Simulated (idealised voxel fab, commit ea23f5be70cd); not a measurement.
The process module presented herein is designated voxel air gaps.
Cross-sectional view cut (width: 155 nm; square cell size: 5 nm).
A cross-section is a grid of square cells, given in bands from the top down. A band is one or more rows of cells.
Basically the band line says how high the top is and how high the bottom is, in nm, and then what's in it from left to right, every material with its width in nm. Empty space shows up as "blank", and if a single material carries "all across" it runs the full band edge to edge.
Basically, 0 is our baseline, since under it the wafer straight out of the box is all one material. The bottom band has no lower end and keeps on going down, so it looks like "from 0 down".
So if you see something like "30..40" for the width, read it as the top row of the band sitting at the first number and the bottom row at the second, with every row in between moving by the same amount as the last.
Step note "no alterations made" = no cross-section cell changed.
Listed in "closed voids": every empty space of 8 or more cells without an open way to the top. Form: width x height at distance, the distance being from the left edge, all in nm.
Text after the settings on a step's line: the simulator's own remark on that step.
If you see "overlay nm" on a step's line and that step has a mask, it's telling you how far right of where it was planned the mask ended up; a negative number means it went left instead.
[Here's what the planned process steps look like]
1) op RECEIVE | material Si
2) op CONFORMAL_DEP | material SiO2 | thk nm 15
3) op CONFORMAL_DEP | material SiCN | thk nm 5
4) op DIRECTIONAL_DEP | material lowk | thk nm 35
5) op PATTERN | tone open | mask id LINES | material resist | width nm 15 | pitch nm 40 | thk nm 15 | overlay nm 0
6) op DIRECTIONAL_ETCH | etch materials lowk | depth nm 35
7) op STRIP | etch materials resist
8) op CONFORMAL_DEP | material TiN | thk nm 5
9) op FILL_DEP | material W | thk nm 5
10) op CMP | height nm 55
11) op EPI | material Ru | thk nm 10
12) op SELECTIVE_ETCH | etch materials lowk | depth nm 45
13) op CONFORMAL_DEP | material SiCN | thk nm 5
[Wafer cross-section on receipt, i.e. after step 1]
- from 0 down: Si all across
- closed voids: none
[Cross-section, first of two wafers, end of module, run as planned]
- from 70 to 65: 15 of blank, 125 of SiCN, 15 of blank
- from 65 to 55: 15 of blank, 5 of SiCN, 35 of Ru, 5 of SiCN, 35 of Ru, 5 of SiCN, 35 of Ru, 5 of SiCN, 15 of blank
- from 55 to 50: 15 of blank, 15 of SiCN, 5 of TiN, 5 of W, 5 of TiN, 25 of SiCN, 5 of TiN, 5 of W, 5 of TiN, 25 of SiCN, 5 of TiN, 5 of W, 5 of TiN, 15 of SiCN, 15 of blank
- from 50 to 25: 25 of blank, 5 of SiCN, 5 of TiN, 5 of W, 5 of TiN, 5 of SiCN, 15 of blank, 5 of SiCN, 5 of TiN, 5 of W, 5 of TiN, 5 of SiCN, 15 of blank, 5 of SiCN, 5 of TiN, 5 of W, 5 of TiN, 5 of SiCN, 25 of blank
- from 25 to 20: 30 of SiCN, 15 of TiN, 25 of SiCN, 15 of TiN, 25 of SiCN, 15 of TiN, 30 of SiCN
- from 20 to 15: SiCN all across
- from 15 to 0: SiO2 all across
- from 0 down: Si all across
- closed voids: 15 x 25 at 50; 15 x 25 at 90
[Same start, same plan as the first wafer - but one mistake in the run. Cross-section of the second of the two at the end of the module]
- from 70 to 65: SiCN all across
- from 65 to 55: Ru all across
- from 55 to 50: W all across
- from 50 to 45: 35 of TiN, 5 of W, 35 of TiN, 5 of W, 35 of TiN, 5 of W, 35 of TiN
- from 45 to 15: 30 of lowk, 5 of TiN, 5 of W, 5 of TiN, 25 of lowk, 5 of TiN, 5 of W, 5 of TiN, 25 of lowk, 5 of TiN, 5 of W, 5 of TiN, 30 of lowk
- from 15 to 10: 30 of lowk, 15 of TiN, 25 of lowk, 15 of TiN, 25 of lowk, 15 of TiN, 30 of lowk
- from 10 to 5: SiCN all across
- from 5 to 0: SiO2 all across
- from 0 down: Si all across
- closed voids: none
Against the plan, the run slipped here: step 2 was processed under conditions differing from the plan, specifically as op CONFORMAL_DEP | material SiO2 | thk nm 5
End of process, cell counts, second wafer against first, materials with more or fewer: +20 Ru, -70 SiCN, -62 SiO2, +28 TiN, +34 W, +154 lowk
Final closed voids: first wafer 2, second wafer 0.
